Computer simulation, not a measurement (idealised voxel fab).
Process module name: voxel released beams
Cross-section cut: width 180 nm, square cells of 5 nm.
This document writes a cross-section as a grid whose cells are square, and gives it as bands, listed from the top down; one or more rows of cells form a band.
Band: top and bottom heights (nm) first, top before bottom; then materials from left to right, widths in nm. "all across" marks a sole material filling the band edge to edge. "air" denotes empty space.
A quick word on heights: they are counted from 0, and under that level the wafer as it came to us is one material throughout. The lowest band is different from the rest in having no bottom; it simply continues downward, written as in "0 down".
You'd read "30->40" like this: the band's top row of cells is as wide as the first number, its bottom row is as wide as the second, and going down, every row changes width by the same amount as the row before did.
"remained unchanged" for a step: no cell of the cross-section changed in that step.
"Entrapped void list" specifies each empty space that is not open to the top and that occupies no fewer than 8 cells, using the form width x height at distance, the distance measured from the left edge and all three quantities in nm.
Note: text after step settings on the step line = simulator remark on that step.
Regarding "overlay nm": on a step with a mask, it is the distance the mask lay to the right of its planned place; a negative value places it to the left.

Set out below are the planned steps of the process:
1,RECEIVE with material Si
2,CONFORMAL_DEP with material SiN, thk nm 5
3,DIRECTIONAL_DEP with material SiO2, thk nm 10
4,MASKED_ETCH with tone open, mask id ANCHOR, width nm 35, etch materials SiO2, depth nm 10, overlay nm 0
5,CONFORMAL_DEP with material TiN, thk nm 10
6,MASKED_ETCH with tone cover, mask id BEAM, width nm 80, etch materials TiN, depth nm 10, overlay nm 0
7,STRIP with etch materials SiO2

The first of two wafers, run as planned:

Wafer at receipt (post step 1), cross-section:
> 0 down  Si all across
> Entrapped void list: none

Sectional view: wafer, after step 2:
> 5 to 0  SiN all across
> Anything lower than 0 is untouched.

Sectional view: wafer, after step 3:
> 15 to 5  SiO2 all across
> Anything lower than 5 is untouched.

Sectional view: wafer, after step 4:
> 15 to 5  SiO2 (50), then air (35), then SiO2 (95)
> Anything lower than 5 is untouched.

Sectional view: wafer, after step 5:
> 25 to 15  TiN (60), then air (15), then TiN (105)
> 15 to 5  SiO2 (50), then TiN (35), then SiO2 (95)
> Anything lower than 5 is untouched.

Sectional view: wafer, after step 6:
> 25 to 15  air (45), then TiN (15), then air (15), then TiN (50), then air (55)
> Anything lower than 15 is untouched.

Sectional view: wafer, after step 7:
> 25 to 15  air (45), then TiN (15), then air (15), then TiN (50), then air (55)
> 15 to 5  air (50), then TiN (35), then air (95)
> Anything lower than 5 is untouched.

Okay, second wafer. Nothing different at the start, nothing different in the plan, just one mistake somewhere in the running. As far as step 2, counting that step, it's the first wafer all over again:

Cross-section of the second wafer when, according to plan, step 3 should have finished:
> 10 to 5  SiO2 all across
> Anything lower than 5 is untouched.

Cross-section of the second wafer when, according to plan, step 4 should have finished:
> 10 to 5  SiO2 (50), then air (35), then SiO2 (95)
> Anything lower than 5 is untouched.

Cross-section of the second wafer when, according to plan, step 5 should have finished:
> 20 to 15  TiN (60), then air (15), then TiN (105)
> 15 to 10  TiN all across
> 10 to 5  SiO2 (50), then TiN (35), then SiO2 (95)
> Anything lower than 5 is untouched.

Cross-section of the second wafer when, according to plan, step 6 should have finished:
> 20 to 15  air (45), then TiN (15), then air (15), then TiN (50), then air (55)
> 15 to 10  air (45), then TiN (80), then air (55)
> Anything lower than 10 is untouched.

Cross-section of the second wafer when, according to plan, step 7 should have finished:
> 20 to 15  air (45), then TiN (15), then air (15), then TiN (50), then air (55)
> 15 to 5  air (45->50), then TiN (80->35), then air (55->95)
> Anything lower than 5 is untouched.
What went wrong in running the wafer? step 3 changed vs plan, executed as DIRECTIONAL_DEP with material SiO2, thk nm 5
At the finish, the second wafer shows more or fewer cells for some materials than the first does: TiN -4
